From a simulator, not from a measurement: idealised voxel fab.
The document below concerns the process module designated voxel capacitor over wiring.
Square cell edge 5 nm, section width 275 nm, ID cut.
This document writes a cross-section as a grid whose cells are square, and gives it as bands, listed from the top down; one or more rows of cells form a band.
Look at the band entry: it leads with the top's height and the bottom's height in nm. Then it lists the materials left to right, with a width in nm for each. The word "all across" on a single material says that material fills the band edge to edge. The word "air" is empty space.
All heights in this document are referenced to 0, defined as the level beneath which the wafer, as received, consists entirely of one material. The lowest band is not bounded below; it extends indefinitely downward and is written in the form "0 nm and below".
Quick explanation for "30 to 40": the width changes in equal steps down the rows of cells, from the first number in the band's top row to the second number in its bottom row.
When a step is marked "no alteration", none of the cells in the cross-section changed during that step.
Closed-off voids of 8+ cells (no open route to the top) go in "Enclosed voids", written width x height at distance from the left edge, in nm.
On each step's line, the part that comes after the settings is the simulator's own comment on the step.
What "overlay nm" on a step's line means: if the step has a mask, that mask lay this far to the right of its planned place, or, when the value is negative, to the left.
Below is the list of planned process steps:
1 RECEIVE,material Si
2 CONFORMAL_DEP,material SiO2,thk nm 15
3 DIRECTIONAL_DEP,material TiN,thk nm 5
4 DIRECTIONAL_DEP,material W,thk nm 15
5 MASKED_ETCH,tone cover,mask id METAL_1,width nm 30,pitch nm 100,etch materials W,depth nm 15,overlay nm 0
6 MASKED_ETCH,tone cover,mask id METAL_1,width nm 30,pitch nm 100,etch materials TiN,depth nm 5,overlay nm 0
7 FILL_DEP,material SiO2,thk nm 10
8 CMP,height nm 35
9 CONFORMAL_DEP,material SiCN,thk nm 5
10 DIRECTIONAL_DEP,material lowk,thk nm 10
11 PATTERN,tone open,mask id PLUG_1,material resist,width nm 15,thk nm 15,overlay nm 0
12 DIRECTIONAL_ETCH,etch materials lowk,depth nm 10
13 DIRECTIONAL_ETCH,etch materials SiCN,depth nm 5
14 STRIP,etch materials resist
15 EPI,material Ru,thk nm 10
16 EPI,material Ru,thk nm 5
17 DIRECTIONAL_DEP,material TiN,thk nm 10
18 DIRECTIONAL_DEP,material SiN,thk nm 5
19 DIRECTIONAL_DEP,material TiN,thk nm 5
20 DIRECTIONAL_DEP,material aC,thk nm 10
21 PATTERN,tone cover,mask id UPPER_PLATE,material resist,width nm 75,thk nm 25,overlay nm 0
22 DIRECTIONAL_ETCH,etch materials aC,depth nm 10
23 STRIP,etch materials resist
24 DIRECTIONAL_ETCH,etch materials TiN,depth nm 5
25 DIRECTIONAL_ETCH,etch materials SiN,depth nm 5
26 STRIP,etch materials aC
27 MASKED_ETCH,tone cover,mask id LOWER_PLATE,width nm 85,etch materials TiN,depth nm 10,overlay nm 0
28 FILL_DEP,material SiO2,thk nm 20
29 CMP,height nm 85
30 MASKED_ETCH,tone open,mask id PLUG_2,width nm 15,etch materials SiO2,depth nm 15,overlay nm 0
31 CONFORMAL_DEP,material TiN,thk nm 5
32 FILL_DEP,material Ru,thk nm 5
33 CMP,height nm 85
34 CONFORMAL_DEP,material SiN,thk nm 5
Cross-sectional view of the wafer in its as-received condition, corresponding to the state after step 1:
- 0 nm and below: Si all across
- Enclosed voids: none
Starting structure and process plan are as shown above, but one mistake was made in running the module; the wafer cross-section at the end of the module follows:
- 90 nm to 85 nm: SiN all across
- 85 nm to 75 nm: SiO2 (95), TiN (5), Ru (5), TiN (5), SiO2 (165)
- 75 nm to 65 nm: SiO2 (95 to 100), TiN (15 to 60), SiO2 (165 to 115)
- 65 nm to 60 nm: SiO2 (100), SiN (60), SiO2 (115)
- 60 nm to 55 nm: SiO2 (80), TiN (85), SiO2 (110)
- 55 nm to 50 nm: SiO2 (80), TiN (5), SiN (15), TiN (65), SiO2 (110)
- 50 nm to 40 nm: lowk (85), TiN (15), lowk (175)
- 40 nm to 35 nm: SiCN (85), Ru (15), SiCN (175)
- 35 nm to 20 nm: SiO2 (70), W (30), SiO2 (70), W (30), SiO2 (75)
- 20 nm to 15 nm: SiO2 (70), TiN (30), SiO2 (70), TiN (30), SiO2 (75)
- 15 nm to 0 nm: SiO2 all across
- 0 nm and below: Si all across
- Enclosed voids: none
So what did we get wrong on this run? step 15 from the plan never happened, it was just skipped
